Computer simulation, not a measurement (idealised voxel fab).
The process module presented herein is designated voxel capacitor over wiring.
FYI the section here is cut, 155 nm wide, cells are 5 nm squares.
Throughout this document, each cross-section is represented as a grid of square cells and is presented as a sequence of bands enumerated from the top downward, where a band comprises one or more rows of cells. The entry gives the band's vertical extent as a top height and a bottom height in nm, then its horizontal make-up as materials from left to right, each with a width in nm. "air" stands for empty space; a single material marked "everywhere" fills the band edge to edge. Convention: height 0 is the level below which the wafer, as received, is all one material. The lowest band does not terminate at the bottom but continues downward, represented as "0..down". A width such as "30->40" changes by the same amount from each row of cells to the next, from the band's top row to its bottom row. You'll sometimes find "everything unchanged" written for a step, and that's the way of saying that nowhere in the cross-section did a cell change during that step. Closed empty spaces (no open way to the top) of 8 cells or more are what "Sealed cavities" lists, each as width x height at distance from the left edge, nm for all three. Text after the settings on a step's line: the simulator's own remark on that step. "overlay nm" answers the question of how far to the right of plan the mask lay on a step that has a mask, and when it is negative the answer is to the left.

The steps planned for the process are as follows:
1,RECEIVE: material Si
2,CONFORMAL_DEP: material SiO2, thk nm 10
3,CONFORMAL_DEP: material SiCN, thk nm 5
4,DIRECTIONAL_DEP: material SiO2, thk nm 15
5,DIRECTIONAL_DEP: material aC, thk nm 15
6,PATTERN: tone open, mask id METAL_1, material resist, width nm 20, pitch nm 80, thk nm 35, overlay nm 0
7,DIRECTIONAL_ETCH: etch materials aC, depth nm 15
8,STRIP: etch materials resist
9,DIRECTIONAL_ETCH: etch materials SiO2, depth nm 15
10,DIRECTIONAL_ETCH: etch materials SiCN, depth nm 5
11,STRIP: etch materials aC
12,CONFORMAL_DEP: material TiN, thk nm 5
13,FILL_DEP: material Ru, thk nm 5
14,CMP: height nm 30
15,EPI: material Ru, thk nm 5
16,FILL_DEP: material SiCN, thk nm 5
17,DIRECTIONAL_DEP: material lowk, thk nm 10
18,MASKED_ETCH: tone open, mask id PLUG_1, width nm 15, etch materials lowk, depth nm 10, overlay nm 0
19,MASKED_ETCH: tone open, mask id PLUG_1, width nm 15, etch materials SiCN, depth nm 5, overlay nm 0
20,CONFORMAL_DEP: material TiN, thk nm 5
21,FILL_DEP: material W, thk nm 5
22,CMP: height nm 50
23,DIRECTIONAL_DEP: material TiN, thk nm 5
24,DIRECTIONAL_DEP: material HfO2, thk nm 5
25,DIRECTIONAL_DEP: material TiN, thk nm 10
26,DIRECTIONAL_DEP: material aC, thk nm 15
27,PATTERN: tone cover, mask id UPPER_PLATE, material resist, width nm 65, thk nm 30, overlay nm 0
28,DIRECTIONAL_ETCH: etch materials aC, depth nm 15
29,STRIP: etch materials resist
30,DIRECTIONAL_ETCH: etch materials TiN, depth nm 10
31,DIRECTIONAL_ETCH: etch materials HfO2, depth nm 5
32,STRIP: etch materials aC
33,MASKED_ETCH: tone cover, mask id LOWER_PLATE, width nm 75, etch materials TiN, depth nm 5, overlay nm 0
34,FILL_DEP: material SiO2, thk nm 20
35,CMP: height nm 85
36,DIRECTIONAL_DEP: material aC, thk nm 15
37,PATTERN: tone open, mask id PLUG_2, material resist, width nm 15, thk nm 30, overlay nm 0
38,DIRECTIONAL_ETCH: etch materials aC, depth nm 15
39,STRIP: etch materials resist
40,DIRECTIONAL_ETCH: etch materials SiO2, depth nm 15
41,STRIP: etch materials aC
42,CONFORMAL_DEP: material TiN, thk nm 5
43,FILL_DEP: material Cu, thk nm 10
44,CMP: height nm 85
45,CONFORMAL_DEP: material SiN, thk nm 5

Account of the first of two wafers, which was processed as intended:

Cross-section, incoming material, after step 1:
  0..down: Si everywhere
  Sealed cavities: none

The following cross-section depicts the wafer upon completion of step 2:
  10..0: SiO2 everywhere
  Heights below 0 show no change.

The following cross-section depicts the wafer upon completion of step 3:
  15..10: SiCN everywhere
  Heights below 10 show no change.

The following cross-section depicts the wafer upon completion of step 4:
  30..15: SiO2 everywhere
  Heights below 15 show no change.

The following cross-section depicts the wafer upon completion of step 5:
  45..30: aC everywhere
  Heights below 30 show no change.

The following cross-section depicts the wafer upon completion of step 6:
  80..45: 25 nm resist, then 20 nm air, then 60 nm resist, then 20 nm air, then 30 nm resist
  Heights below 45 show no change.

The following cross-section depicts the wafer upon completion of step 7:
  65..45: 25 nm resist, then 20 nm air, then 60 nm resist, then 20 nm air, then 30 nm resist
  45..30: 25 nm aC, then 20 nm air, then 60 nm aC, then 20 nm air, then 30 nm aC
  Heights below 30 show no change.

The following cross-section depicts the wafer upon completion of step 8:
  45..30: 25 nm aC, then 20 nm air, then 60 nm aC, then 20 nm air, then 30 nm aC
  Heights below 30 show no change.

The following cross-section depicts the wafer upon completion of step 9:
  45..30: 25 nm aC, then 20 nm air, then 60 nm aC, then 20 nm air, then 30 nm aC
  30..15: 25 nm SiO2, then 20 nm air, then 60 nm SiO2, then 20 nm air, then 30 nm SiO2
  Heights below 15 show no change.

The following cross-section depicts the wafer upon completion of step 10:
  45..30: 25 nm aC, then 20 nm air, then 60 nm aC, then 20 nm air, then 30 nm aC
  30..15: 25 nm SiO2, then 20 nm air, then 60 nm SiO2, then 20 nm air, then 30 nm SiO2
  15..10: 25 nm SiCN, then 20 nm air, then 60 nm SiCN, then 20 nm air, then 30 nm SiCN
  Heights below 10 show no change.

The following cross-section depicts the wafer upon completion of step 11:
  30..15: 25 nm SiO2, then 20 nm air, then 60 nm SiO2, then 20 nm air, then 30 nm SiO2
  Heights below 15 show no change.

The following cross-section depicts the wafer upon completion of step 12:
  35..30: 30 nm TiN, then 10 nm air, then 70 nm TiN, then 10 nm air, then 35 nm TiN
  30..15: 25 nm SiO2, then 5 nm TiN, then 10 nm air, then 5 nm TiN, then 60 nm SiO2, then 5 nm TiN, then 10 nm air, then 5 nm TiN, then 30 nm SiO2
  15..10: 25 nm SiCN, then 20 nm TiN, then 60 nm SiCN, then 20 nm TiN, then 30 nm SiCN
  Heights below 10 show no change.

The following cross-section depicts the wafer upon completion of step 13:
  40..35: Ru everywhere
  35..30: 30 nm TiN, then 10 nm Ru, then 70 nm TiN, then 10 nm Ru, then 35 nm TiN
  30..15: 25 nm SiO2, then 5 nm TiN, then 10 nm Ru, then 5 nm TiN, then 60 nm SiO2, then 5 nm TiN, then 10 nm Ru, then 5 nm TiN, then 30 nm SiO2
  Heights below 15 show no change.

The following cross-section depicts the wafer upon completion of step 14:
  30..15: 25 nm SiO2, then 5 nm TiN, then 10 nm Ru, then 5 nm TiN, then 60 nm SiO2, then 5 nm TiN, then 10 nm Ru, then 5 nm TiN, then 30 nm SiO2
  Heights below 15 show no change.

The following cross-section depicts the wafer upon completion of step 15:
  35..30: 20 nm air, then 30 nm Ru, then 50 nm air, then 30 nm Ru, then 25 nm air
  Heights below 30 show no change.

The following cross-section depicts the wafer upon completion of step 16:
  40..35: SiCN everywhere
  35..30: 20 nm SiCN, then 30 nm Ru, then 50 nm SiCN, then 30 nm Ru, then 25 nm SiCN
  Heights below 30 show no change.

The following cross-section depicts the wafer upon completion of step 17:
  50..40: lowk everywhere
  Heights below 40 show no change.

The following cross-section depicts the wafer upon completion of step 18:
  50..40: 30 nm lowk, then 15 nm air, then 110 nm lowk
  Heights below 40 show no change.

The following cross-section depicts the wafer upon completion of step 19:
  50..40: 30 nm lowk, then 15 nm air, then 110 nm lowk
  40..35: 30 nm SiCN, then 15 nm air, then 110 nm SiCN
  Heights below 35 show no change.

The following cross-section depicts the wafer upon completion of step 20:
  55..50: 35 nm TiN, then 5 nm air, then 115 nm TiN
  50..40: 30 nm lowk, then 5 nm TiN, then 5 nm air, then 5 nm TiN, then 110 nm lowk
  40..35: 30 nm SiCN, then 15 nm TiN, then 110 nm SiCN
  Heights below 35 show no change.

The following cross-section depicts the wafer upon completion of step 21:
  60..55: W everywhere
  55..50: 35 nm TiN, then 5 nm W, then 115 nm TiN
  50..40: 30 nm lowk, then 5 nm TiN, then 5 nm W, then 5 nm TiN, then 110 nm lowk
  Heights below 40 show no change.

The following cross-section depicts the wafer upon completion of step 22:
  50..40: 30 nm lowk, then 5 nm TiN, then 5 nm W, then 5 nm TiN, then 110 nm lowk
  Heights below 40 show no change.

The following cross-section depicts the wafer upon completion of step 23:
  55..50: TiN everywhere
  Heights below 50 show no change.

The following cross-section depicts the wafer upon completion of step 24:
  60..55: HfO2 everywhere
  Heights below 55 show no change.

The following cross-section depicts the wafer upon completion of step 25:
  70..60: TiN everywhere
  Heights below 60 show no change.

The following cross-section depicts the wafer upon completion of step 26:
  85..70: aC everywhere
  Heights below 70 show no change.

The following cross-section depicts the wafer upon completion of step 27:
  115..85: 30 nm air, then 65 nm resist, then 60 nm air
  Heights below 85 show no change.

The following cross-section depicts the wafer upon completion of step 28:
  100..85: 30 nm air, then 65 nm resist, then 60 nm air
  85..70: 30 nm air, then 65 nm aC, then 60 nm air
  Heights below 70 show no change.

The following cross-section depicts the wafer upon completion of step 29:
  85..70: 30 nm air, then 65 nm aC, then 60 nm air
  Heights below 70 show no change.

The following cross-section depicts the wafer upon completion of step 30:
  85..70: 30 nm air, then 65 nm aC, then 60 nm air
  70..60: 30 nm air, then 65 nm TiN, then 60 nm air
  Heights below 60 show no change.

The following cross-section depicts the wafer upon completion of step 31:
  85..70: 30 nm air, then 65 nm aC, then 60 nm air
  70..60: 30 nm air, then 65 nm TiN, then 60 nm air
  60..55: 30 nm air, then 65 nm HfO2, then 60 nm air
  Heights below 55 show no change.

The following cross-section depicts the wafer upon completion of step 32:
  70..60: 30 nm air, then 65 nm TiN, then 60 nm air
  Heights below 60 show no change.

The following cross-section depicts the wafer upon completion of step 33:
  70..60: 30 nm air, then 65 nm TiN, then 60 nm air
  60..55: 30 nm air, then 65 nm HfO2, then 60 nm air
  55..50: 25 nm air, then 75 nm TiN, then 55 nm air
  Heights below 50 show no change.

The following cross-section depicts the wafer upon completion of step 34:
  90..70: SiO2 everywhere
  70..60: 30 nm SiO2, then 65 nm TiN, then 60 nm SiO2
  60..55: 30 nm SiO2, then 65 nm HfO2, then 60 nm SiO2
  55..50: 25 nm SiO2, then 75 nm TiN, then 55 nm SiO2
  Heights below 50 show no change.

The following cross-section depicts the wafer upon completion of step 35:
  85..70: SiO2 everywhere
  Heights below 70 show no change.

The following cross-section depicts the wafer upon completion of step 36:
  100..85: aC everywhere
  Heights below 85 show no change.

The following cross-section depicts the wafer upon completion of step 37:
  130..100: 40 nm resist, then 15 nm air, then 100 nm resist
  Heights below 100 show no change.

The following cross-section depicts the wafer upon completion of step 38:
  115..100: 40 nm resist, then 15 nm air, then 100 nm resist
  100..85: 40 nm aC, then 15 nm air, then 100 nm aC
  Heights below 85 show no change.

The following cross-section depicts the wafer upon completion of step 39:
  100..85: 40 nm aC, then 15 nm air, then 100 nm aC
  Heights below 85 show no change.

The following cross-section depicts the wafer upon completion of step 40:
  100..85: 40 nm aC, then 15 nm air, then 100 nm aC
  85..70: 40 nm SiO2, then 15 nm air, then 100 nm SiO2
  Heights below 70 show no change.

The following cross-section depicts the wafer upon completion of step 41:
  85..70: 40 nm SiO2, then 15 nm air, then 100 nm SiO2
  Heights below 70 show no change.

The following cross-section depicts the wafer upon completion of step 42:
  90..85: 45 nm TiN, then 5 nm air, then 105 nm TiN
  85..75: 40 nm SiO2, then 5 nm TiN, then 5 nm air, then 5 nm TiN, then 100 nm SiO2
  75..70: 40 nm SiO2, then 15 nm TiN, then 100 nm SiO2
  Heights below 70 show no change.

The following cross-section depicts the wafer upon completion of step 43:
  100..90: Cu everywhere
  90..85: 45 nm TiN, then 5 nm Cu, then 105 nm TiN
  85..75: 40 nm SiO2, then 5 nm TiN, then 5 nm Cu, then 5 nm TiN, then 100 nm SiO2
  Heights below 75 show no change.

The following cross-section depicts the wafer upon completion of step 44:
  85..75: 40 nm SiO2, then 5 nm TiN, then 5 nm Cu, then 5 nm TiN, then 100 nm SiO2
  Heights below 75 show no change.

The following cross-section depicts the wafer upon completion of step 45:
  90..85: SiN everywhere
  Heights below 85 show no change.

What follows concerns the second wafer, which started out like the first and was meant to follow the very same plan; one mistake crept in when it was run, but everything up to and including step 17 is the same as for the first wafer:

Here is the second wafer in cross-section at the point where step 18 of the plan should have been done:
  50..40: 20 nm lowk, then 15 nm air, then 120 nm lowk
  Heights below 40 show no change.

Here is the second wafer in cross-section at the point where step 19 of the plan should have been done:
  50..40: 20 nm lowk, then 15 nm air, then 120 nm lowk
  40..35: 30 nm SiCN, then 5 nm air, then 120 nm SiCN
  Heights below 35 show no change.

Here is the second wafer in cross-section at the point where step 20 of the plan should have been done:
  55..50: 25 nm TiN, then 5 nm air, then 125 nm TiN
  50..45: 20 nm lowk, then 5 nm TiN, then 5 nm air, then 5 nm TiN, then 120 nm lowk
  45..40: 20 nm lowk, then 15 nm TiN, then 120 nm lowk
  40..35: 30 nm SiCN, then 5 nm TiN, then 120 nm SiCN
  Heights below 35 show no change.

Here is the second wafer in cross-section at the point where step 21 of the plan should have been done:
  60..55: W everywhere
  55..50: 25 nm TiN, then 5 nm W, then 125 nm TiN
  50..45: 20 nm lowk, then 5 nm TiN, then 5 nm W, then 5 nm TiN, then 120 nm lowk
  Heights below 45 show no change.

Here is the second wafer in cross-section at the point where step 22 of the plan should have been done:
  50..45: 20 nm lowk, then 5 nm TiN, then 5 nm W, then 5 nm TiN, then 120 nm lowk
  Heights below 45 show no change.

Here is the second wafer in cross-section at the point where step 23 of the plan should have been done:
  55..50: TiN everywhere
  Heights below 50 show no change.

Here is the second wafer in cross-section at the point where step 24 of the plan should have been done:
  60..55: HfO2 everywhere
  Heights below 55 show no change.

Here is the second wafer in cross-section at the point where step 25 of the plan should have been done:
  70..60: TiN everywhere
  Heights below 60 show no change.

Here is the second wafer in cross-section at the point where step 26 of the plan should have been done:
  85..70: aC everywhere
  Heights below 70 show no change.

Here is the second wafer in cross-section at the point where step 27 of the plan should have been done:
  115..85: 30 nm air, then 65 nm resist, then 60 nm air
  Heights below 85 show no change.

Here is the second wafer in cross-section at the point where step 28 of the plan should have been done:
  100..85: 30 nm air, then 65 nm resist, then 60 nm air
  85..70: 30 nm air, then 65 nm aC, then 60 nm air
  Heights below 70 show no change.

Here is the second wafer in cross-section at the point where step 29 of the plan should have been done:
  85..70: 30 nm air, then 65 nm aC, then 60 nm air
  Heights below 70 show no change.

Here is the second wafer in cross-section at the point where step 30 of the plan should have been done:
  85..70: 30 nm air, then 65 nm aC, then 60 nm air
  70..60: 30 nm air, then 65 nm TiN, then 60 nm air
  Heights below 60 show no change.

Here is the second wafer in cross-section at the point where step 31 of the plan should have been done:
  85..70: 30 nm air, then 65 nm aC, then 60 nm air
  70..60: 30 nm air, then 65 nm TiN, then 60 nm air
  60..55: 30 nm air, then 65 nm HfO2, then 60 nm air
  Heights below 55 show no change.

Here is the second wafer in cross-section at the point where step 32 of the plan should have been done:
  70..60: 30 nm air, then 65 nm TiN, then 60 nm air
  Heights below 60 show no change.

Here is the second wafer in cross-section at the point where step 33 of the plan should have been done:
  70..60: 30 nm air, then 65 nm TiN, then 60 nm air
  60..55: 30 nm air, then 65 nm HfO2, then 60 nm air
  55..50: 25 nm air, then 75 nm TiN, then 55 nm air
  Heights below 50 show no change.

Here is the second wafer in cross-section at the point where step 34 of the plan should have been done:
  90..70: SiO2 everywhere
  70..60: 30 nm SiO2, then 65 nm TiN, then 60 nm SiO2
  60..55: 30 nm SiO2, then 65 nm HfO2, then 60 nm SiO2
  55..50: 25 nm SiO2, then 75 nm TiN, then 55 nm SiO2
  Heights below 50 show no change.

Here is the second wafer in cross-section at the point where step 35 of the plan should have been done:
  85..70: SiO2 everywhere
  Heights below 70 show no change.

Here is the second wafer in cross-section at the point where step 36 of the plan should have been done:
  100..85: aC everywhere
  Heights below 85 show no change.

Here is the second wafer in cross-section at the point where step 37 of the plan should have been done:
  130..100: 40 nm resist, then 15 nm air, then 100 nm resist
  Heights below 100 show no change.

Here is the second wafer in cross-section at the point where step 38 of the plan should have been done:
  115..100: 40 nm resist, then 15 nm air, then 100 nm resist
  100..85: 40 nm aC, then 15 nm air, then 100 nm aC
  Heights below 85 show no change.

Here is the second wafer in cross-section at the point where step 39 of the plan should have been done:
  100..85: 40 nm aC, then 15 nm air, then 100 nm aC
  Heights below 85 show no change.

Here is the second wafer in cross-section at the point where step 40 of the plan should have been done:
  100..85: 40 nm aC, then 15 nm air, then 100 nm aC
  85..70: 40 nm SiO2, then 15 nm air, then 100 nm SiO2
  Heights below 70 show no change.

Here is the second wafer in cross-section at the point where step 41 of the plan should have been done:
  85..70: 40 nm SiO2, then 15 nm air, then 100 nm SiO2
  Heights below 70 show no change.

Here is the second wafer in cross-section at the point where step 42 of the plan should have been done:
  90..85: 45 nm TiN, then 5 nm air, then 105 nm TiN
  85..75: 40 nm SiO2, then 5 nm TiN, then 5 nm air, then 5 nm TiN, then 100 nm SiO2
  75..70: 40 nm SiO2, then 15 nm TiN, then 100 nm SiO2
  Heights below 70 show no change.

Here is the second wafer in cross-section at the point where step 43 of the plan should have been done:
  100..90: Cu everywhere
  90..85: 45 nm TiN, then 5 nm Cu, then 105 nm TiN
  85..75: 40 nm SiO2, then 5 nm TiN, then 5 nm Cu, then 5 nm TiN, then 100 nm SiO2
  Heights below 75 show no change.

Here is the second wafer in cross-section at the point where step 44 of the plan should have been done:
  85..75: 40 nm SiO2, then 5 nm TiN, then 5 nm Cu, then 5 nm TiN, then 100 nm SiO2
  Heights below 75 show no change.

Here is the second wafer in cross-section at the point where step 45 of the plan should have been done:
  90..85: SiN everywhere
  Heights below 85 show no change.
In executing the process, a mistake was made relative to the plan: so step 18 ended up running with a different setting than we planned, it ran as MASKED_ETCH: tone open, mask id PLUG_1, width nm 15, etch materials lowk, depth nm 10, overlay nm -10
End check, counted in cells, second wafer has more or fewer of these materials than the first: SiCN +2; TiN -1; W -1
